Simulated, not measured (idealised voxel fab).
You're looking at the process module voxel local oxidation.
The cross-section shown here is cut; it is 185 nm wide and divided into square cells measuring 5 nm on a side.
Each cross-section below is a grid of square cells, stated as bands in top-down order, with one or more rows of cells making up each band.
A band entry consists of two parts. The first gives the height of the band's top and the height of its bottom, in nm. The rest lists the band's materials from left to right, each with its width in nm. A single material labelled with the word "edge to edge" fills the band from edge to edge, and the word "blank" marks empty space.
Height is counted from the level 0, under which the received wafer is composed throughout of one material. The lowest of the bands is not closed at the bottom but continues downward, in the notation "0 -> down".
The notation "30 to 40" denotes a width that varies across the rows of cells in the band, beginning at the first number in the top row, finishing at the second number in the bottom row, and changing by an identical amount from each row to the next.
Basically "no alterations made" means that step didn't change any cell in the cross-section.
Entry "Sealed void inventory" = empty spaces >= 8 cells with no open way to the top; each as width x height at distance, distance from left edge, all nm.
The remark found on a step's line after its settings is issued by the simulator itself and pertains to that step.
overlay nm: right-of-plan distance of the mask on a masked step; negative values mean left-of-plan.

The following list gives the planned process steps:
1 RECEIVE [material Si]
2 CONFORMAL_DEP [material SiO2] [thk nm 5]
3 CONFORMAL_DEP [material SiN] [thk nm 10]
4 MASKED_ETCH [tone cover] [mask id ACTIVE] [width nm 90] [etch materials SiN] [depth nm 10] [overlay nm -15]
5 SELECTIVE_ETCH [etch materials SiO2] [depth nm 5]
6 OXIDIZE [depth nm 10]
7 STRIP [etch materials SiN]
The wafers in this document start out alike and differ in the overlay nm applied at step 4; the plan shows the value used for the first wafer.

The as-received cross-section of the first of several wafers corresponds to the state after step 1:
> 0 -> down: Si edge to edge
> Sealed void inventory: none

First wafer of several, cross-section, module end, after step 7 (last):
> 5 -> 0: blank: 35 | SiO2: 80 | blank: 70
> 0 -> -10: SiO2: 45 | Si: 60 | SiO2: 80
> -10 -> down: Si edge to edge
> Sealed void inventory: none

The final wafer, sectioned at module end:
> 5 -> 0: blank: 65 | SiO2: 80 | blank: 40
> 0 -> -10: SiO2: 75 | Si: 60 | SiO2: 50
> -10 -> down: Si edge to edge
> Sealed void inventory: none

Where each wafer stands at the end of the module, a row apiece: cells of each material gained (+) or lost (-) since it was received, then closed voids:
overlay nm -15 | -50 Si | +66 SiO2 | Sealed void inventory: none
overlay nm -10 | -50 Si | +66 SiO2 | Sealed void inventory: none
overlay nm -5 | -50 Si | +66 SiO2 | Sealed void inventory: none
overlay nm 0 | -50 Si | +66 SiO2 | Sealed void inventory: none
overlay nm 5 | -50 Si | +66 SiO2 | Sealed void inventory: none
overlay nm 10 | -50 Si | +66 SiO2 | Sealed void inventory: none
overlay nm 15 | -50 Si | +66 SiO2 | Sealed void inventory: none
